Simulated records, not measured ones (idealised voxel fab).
The name of this process module is voxel ribs on slabs.
Cross-sectional view cut (width: 215 nm; square cell size: 5 nm).
When this document writes out a cross-section, it uses a grid of square cells and lists it as bands, beginning at the top and moving down, with a band standing for one or more rows of cells.
This entry defines a band. It first specifies the height of the band's top and the height of its bottom in nm, and then specifies the band's materials from left to right, stating each material with its width in nm. The word "full width" identifies a single material that fills the band from edge to edge, while the word "air" identifies empty space.
Heights are measured from 0, the level below which the as-received wafer is all one material; the lowest band has no bottom and continues downward, written as in "0 nm and below".
Note: "30 to 40" means the width goes from the first number (top row of the band) to the second number (bottom row) in equal steps per row of cells.
The cross-section has no changed cell in any step marked "nothing got changed".
Empty spaces counting at least 8 cells and having no open way to the top are listed in "Sealed cavities". The notation width x height at distance is used for each, the distance being from the left edge and all three values in nm.
Past the settings on a step's line: simulator remark, on that step.
Regarding "overlay nm": on a step with a mask, it is the distance the mask lay to the right of its planned place; a negative value places it to the left.

## Process steps - plan
1. RECEIVE with material Si
2. DIRECTIONAL_DEP with material SiO2, thk nm 25
3. DIRECTIONAL_DEP with material SiN, thk nm 25
4. MASKED_ETCH with tone cover, mask id RIB, width nm 20, etch materials SiN, depth nm 15, overlay nm 0
5. DIRECTIONAL_DEP with material aC, thk nm 15
6. PATTERN with tone cover, mask id SLAB, material resist, width nm 60, thk nm 35, overlay nm 0
7. DIRECTIONAL_ETCH with etch materials aC, depth nm 15
8. STRIP with etch materials resist
9. DIRECTIONAL_ETCH with etch materials SiN, depth nm 10
10. STRIP with etch materials aC
11. FILL_DEP with material SiO2, thk nm 25
12. CMP with height nm 70
13. DIRECTIONAL_DEP with material W, thk nm 10
14. PATTERN with tone cover, mask id HEATER, material resist, width nm 40, thk nm 20, overlay nm 0
15. DIRECTIONAL_ETCH with etch materials W, depth nm 10
16. STRIP with etch materials resist
17. CONFORMAL_DEP with material SiO2, thk nm 5
All wafers enter the flow in the same state. The width nm at step 4 differs from wafer to wafer, and the plan gives the value for the first wafer.

## After step 1, as received: first of several wafers, cross-section
    0 nm and below: Si full width
    Sealed cavities: none

## Module end state after final step 17: cross-section of the first of several wafers
    85 nm to 80 nm: 80 air / 50 SiO2 / 85 air
    80 nm to 75 nm: 80 air / 5 SiO2 / 40 W / 5 SiO2 / 85 air
    75 nm to 70 nm: 85 SiO2 / 40 W / 90 SiO2
    70 nm to 50 nm: SiO2 full width
    50 nm to 35 nm: 95 SiO2 / 20 SiN / 100 SiO2
    35 nm to 25 nm: 75 SiO2 / 60 SiN / 80 SiO2
    25 nm to 0 nm: SiO2 full width
    0 nm and below: Si full width
    Sealed cavities: none

## Showing the last wafer in cross-section at the end of the module
    85 nm to 80 nm: 80 air / 50 SiO2 / 85 air
    80 nm to 75 nm: 80 air / 5 SiO2 / 40 W / 5 SiO2 / 85 air
    75 nm to 70 nm: 85 SiO2 / 40 W / 90 SiO2
    70 nm to 50 nm: SiO2 full width
    50 nm to 35 nm: 85 SiO2 / 45 SiN / 85 SiO2
    35 nm to 25 nm: 75 SiO2 / 60 SiN / 80 SiO2
    25 nm to 0 nm: SiO2 full width
    0 nm and below: Si full width
    Sealed cavities: none

## Per-wafer rows below. For each material: cells gained (+) or lost (-) since the wafer was received, as of end of module. Then: closed voids
width nm 20, +36 SiN, +613 SiO2, +16 W, Sealed cavities: none
width nm 25, +39 SiN, +610 SiO2, +16 W, Sealed cavities: none
width nm 30, +42 SiN, +607 SiO2, +16 W, Sealed cavities: none
width nm 35, +45 SiN, +604 SiO2, +16 W, Sealed cavities: none
width nm 40, +48 SiN, +601 SiO2, +16 W, Sealed cavities: none
width nm 45, +51 SiN, +598 SiO2, +16 W, Sealed cavities: none
